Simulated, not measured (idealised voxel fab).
process module | voxel local oxidation
The width of the displayed cross-section, cut, is 210 nm; its cells are square, with a size of 5 nm.
Cross-sections here: square-cell grids, written as top-down lists of bands, a band being one or more rows of cells. Top height, bottom height, nm. Materials left to right, width each, nm. Single material + "everywhere" = fills band edge to edge. "empty" = empty. Height is counted from the level 0, under which the received wafer is composed throughout of one material. The lowest of the bands is not closed at the bottom but continues downward, in the notation "0 nm and below". A width such as "30 to 40" changes by the same amount from each row of cells to the next, from the band's top row to its bottom row. "stayed the same" -> step changed no cross-section cell. Under "Closed void inventory" you'll find the enclosed gaps, the ones with no way out to the top, that are 8 cells or bigger; each reads width x height at distance, with distance counted from the left edge, everything in nm. On a step's line, text after the settings is the simulator commenting on that step. overlay nm: on a step with a mask, how far right of its planned place the mask lay; negative means left.
### plan
1. RECEIVE,material Si
2. OXIDIZE,depth nm 5
3. CONFORMAL_DEP,material SiN,thk nm 10
4. DIRECTIONAL_DEP,material aC,thk nm 15
5. PATTERN,tone cover,mask id ACTIVE,material resist,width nm 90,thk nm 30,overlay nm 0
6. DIRECTIONAL_ETCH,etch materials aC,depth nm 15
7. STRIP,etch materials resist
8. DIRECTIONAL_ETCH,etch materials SiN,depth nm 10
9. STRIP,etch materials aC
10. SELECTIVE_ETCH,etch materials SiO2,depth nm 5
11. OXIDIZE,depth nm 15
12. STRIP,etch materials SiN
### What follows covers the first of two wafers; it ran as planned
### As-received wafer cross-section (after step 1)
	0 nm and below = Si everywhere
	Closed void inventory: none
### Once step 2 is through, the wafer looks like this in cross-section
	0 nm to -5 nm = SiO2 everywhere
	Lower than -5, everything is as it was.
### Once step 3 is through, the wafer looks like this in cross-section
	10 nm to 0 nm = SiN everywhere
	Lower than 0, everything is as it was.
### Once step 4 is through, the wafer looks like this in cross-section
	25 nm to 10 nm = aC everywhere
	Lower than 10, everything is as it was.
### Once step 5 is through, the wafer looks like this in cross-section
	55 nm to 25 nm = empty 60 nm / resist 90 nm / empty 60 nm
	Lower than 25, everything is as it was.
### Once step 6 is through, the wafer looks like this in cross-section
	40 nm to 25 nm = empty 60 nm / resist 90 nm / empty 60 nm
	25 nm to 10 nm = empty 60 nm / aC 90 nm / empty 60 nm
	Lower than 10, everything is as it was.
### Once step 7 is through, the wafer looks like this in cross-section
	25 nm to 10 nm = empty 60 nm / aC 90 nm / empty 60 nm
	Lower than 10, everything is as it was.
### Once step 8 is through, the wafer looks like this in cross-section
	25 nm to 10 nm = empty 60 nm / aC 90 nm / empty 60 nm
	10 nm to 0 nm = empty 60 nm / SiN 90 nm / empty 60 nm
	Lower than 0, everything is as it was.
### Once step 9 is through, the wafer looks like this in cross-section
	10 nm to 0 nm = empty 60 nm / SiN 90 nm / empty 60 nm
	Lower than 0, everything is as it was.
### Once step 10 is through, the wafer looks like this in cross-section
	10 nm to 0 nm = empty 60 nm / SiN 90 nm / empty 60 nm
	0 nm to -5 nm = empty 65 nm / SiO2 80 nm / empty 65 nm
	Lower than -5, everything is as it was.
### Once step 11 is through, the wafer looks like this in cross-section
	10 nm to 0 nm = empty 60 nm / SiN 90 nm / empty 60 nm
	0 nm to -5 nm = empty 65 nm / SiO2 80 nm / empty 65 nm
	-5 nm to -20 nm = SiO2 80 nm / Si 50 nm / SiO2 80 nm
	Lower than -20, everything is as it was.
### Once step 12 is through, the wafer looks like this in cross-section
	0 nm to -5 nm = empty 65 nm / SiO2 80 nm / empty 65 nm
	Lower than -5, everything is as it was.
### Second wafer. Start and plan as for the first. One mistake made in running. Agrees with the first up to and including step 10
### Cross-sectional view of the second wafer at the intended end time of process step 11
	10 nm to 0 nm = empty 60 nm / SiN 90 nm / empty 60 nm
	0 nm to -5 nm = empty 65 nm / SiO2 80 nm / empty 65 nm
	-5 nm to -30 nm = SiO2 90 nm / Si 30 nm / SiO2 90 nm
	Lower than -30, everything is as it was.
### Cross-sectional view of the second wafer at the intended end time of process step 12
	0 nm to -5 nm = empty 65 nm / SiO2 80 nm / empty 65 nm
	Lower than -5, everything is as it was.
Against the plan, the run slipped here: in deviation from the planned setting, step 11 was conducted as OXIDIZE,depth nm 25
It is noted that, at the conclusion of processing, the second wafer exhibits a higher or lower cell count for certain materials relative to the first: 84 fewer of Si, 84 more of SiO2
